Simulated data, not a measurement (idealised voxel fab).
A process module follows: voxel gate over fins.
The cross-section on display is named cut; it measures 195 nm wide, and its cells are 5 nm squares.
The cross-sections in this document take the form of a grid made of square cells. They are written out as bands, in order from top to bottom. Each band consists of one or more rows of cells.
Quick guide to a band line: top height, bottom height (nm) up front; then every material left to right with its width in nm. Only one material and it's marked "full width"? Then it fills the band edge to edge. And "blank" just means empty space.
Heights are reckoned from 0. Under this level, the received wafer is all of one material. The bottommost band is open-ended downward, for example "0 and below".
Note: "30->40" means the width goes from the first number (top row of the band) to the second number (bottom row) in equal steps per row of cells.
"nothing altered", as given for a step, is the statement that not any cell of the cross-section underwent a change during that step.
So "Trapped void list" is basically the list of trapped voids: any empty space of 8 cells or more that can't reach the top through an opening. They're written width x height at distance, the distance being from the left edge, and it's all nm.
Heads up: the bit after the settings on a step's line is the simulator's remark on that step.
The line of a step may include "overlay nm". On a step with a mask, this value is how far to the right of its planned place the mask lay. A negative value means the mask lay to the left.

Steps in the process plan:
1 op RECEIVE | material Si
2 op CONFORMAL_DEP | material SiN | thk nm 10
3 op PATTERN | tone cover | mask id FINS | material resist | width nm 15 | pitch nm 40 | thk nm 15 | overlay nm 0
4 op DIRECTIONAL_ETCH | etch materials SiN | depth nm 10
5 op DIRECTIONAL_ETCH | etch materials Si | depth nm 30
6 op STRIP | etch materials resist
7 op OXIDIZE | depth nm 5
8 op FILL_DEP | material SiO2 | thk nm 5
9 op CMP | height nm 10
10 op SELECTIVE_ETCH | etch materials SiO2 | depth nm 25
11 op STRIP | etch materials SiN
12 op CONFORMAL_DEP | material HfO2 | thk nm 5
13 op CONFORMAL_DEP | material TiN | thk nm 5
14 op CONFORMAL_DEP | material TiAl | thk nm 5
15 op CONFORMAL_DEP | material TiN | thk nm 5
16 op FILL_DEP | material W | thk nm 15
17 op CMP | height nm 30
18 op CONFORMAL_DEP | material SiCN | thk nm 5

Cross-section of the incoming wafer, state after step 1:
	0 and below | Si full width
	Trapped void list: none

As-planned run: cross-section of the first of two wafers at end of module:
	35 down to 30 | SiCN full width
	30 down to 20 | W full width
	20 down to 15 | 55 W | 85 TiN | 55 W
	15 down to 10 | 55 W | 5 TiN | 35 TiAl | 5 TiN | 35 TiAl | 5 TiN | 55 W
	10 down to 5 | 55 W | 5 TiN | 5 TiAl | 25 TiN | 5 TiAl | 5 TiN | 5 TiAl | 25 TiN | 5 TiAl | 5 TiN | 55 W
	5 down to 0 | 60 TiN | 5 TiAl | 5 TiN | 15 HfO2 | 5 TiN | 5 TiAl | 5 TiN | 5 TiAl | 5 TiN | 15 HfO2 | 5 TiN | 5 TiAl | 60 TiN
	0 down to -5 | 65 TiAl | 5 TiN | 5 HfO2 | 5 Si | 5 HfO2 | 5 TiN | 15 TiAl | 5 TiN | 5 HfO2 | 5 Si | 5 HfO2 | 5 TiN | 65 TiAl
	-5 down to -10 | 70 TiN | 5 HfO2 | 5 Si | 5 HfO2 | 25 TiN | 5 HfO2 | 5 Si | 5 HfO2 | 70 TiN
	-10 down to -15 | 75 HfO2 | 5 Si | 35 HfO2 | 5 Si | 75 HfO2
	-15 down to -35 | 75 SiO2 | 5 Si | 35 SiO2 | 5 Si | 75 SiO2
	-35 and below | Si full width
	Trapped void list: none

Cross-section, second wafer: same start as the first, same plan as the first, one mistake in running it; taken at the end of the module:
	30 down to 25 | SiCN full width
	25 down to 20 | W full width
	20 down to 15 | 55 W | 85 TiN | 55 W
	15 down to 10 | 55 W | 5 TiN | 35 TiAl | 5 TiN | 35 TiAl | 5 TiN | 55 W
	10 down to 5 | 55 W | 5 TiN | 5 TiAl | 25 TiN | 5 TiAl | 5 TiN | 5 TiAl | 25 TiN | 5 TiAl | 5 TiN | 55 W
	5 down to 0 | 60 TiN | 5 TiAl | 5 TiN | 15 HfO2 | 5 TiN | 5 TiAl | 5 TiN | 5 TiAl | 5 TiN | 15 HfO2 | 5 TiN | 5 TiAl | 60 TiN
	0 down to -5 | 65 TiAl | 5 TiN | 5 HfO2 | 5 Si | 5 HfO2 | 5 TiN | 15 TiAl | 5 TiN | 5 HfO2 | 5 Si | 5 HfO2 | 5 TiN | 65 TiAl
	-5 down to -10 | 70 TiN | 5 HfO2 | 5 Si | 5 HfO2 | 25 TiN | 5 HfO2 | 5 Si | 5 HfO2 | 70 TiN
	-10 down to -15 | 75 HfO2 | 5 Si | 35 HfO2 | 5 Si | 75 HfO2
	-15 down to -35 | 75 SiO2 | 5 Si | 35 SiO2 | 5 Si | 75 SiO2
	-35 and below | Si full width
	Trapped void list: none
Processing error: step 17 ran differently from the plan; actual operation with settings: op CMP | height nm 25
Per the end-of-run cell counts, the second wafer holds more or fewer of some materials than the first: 39 fewer of W
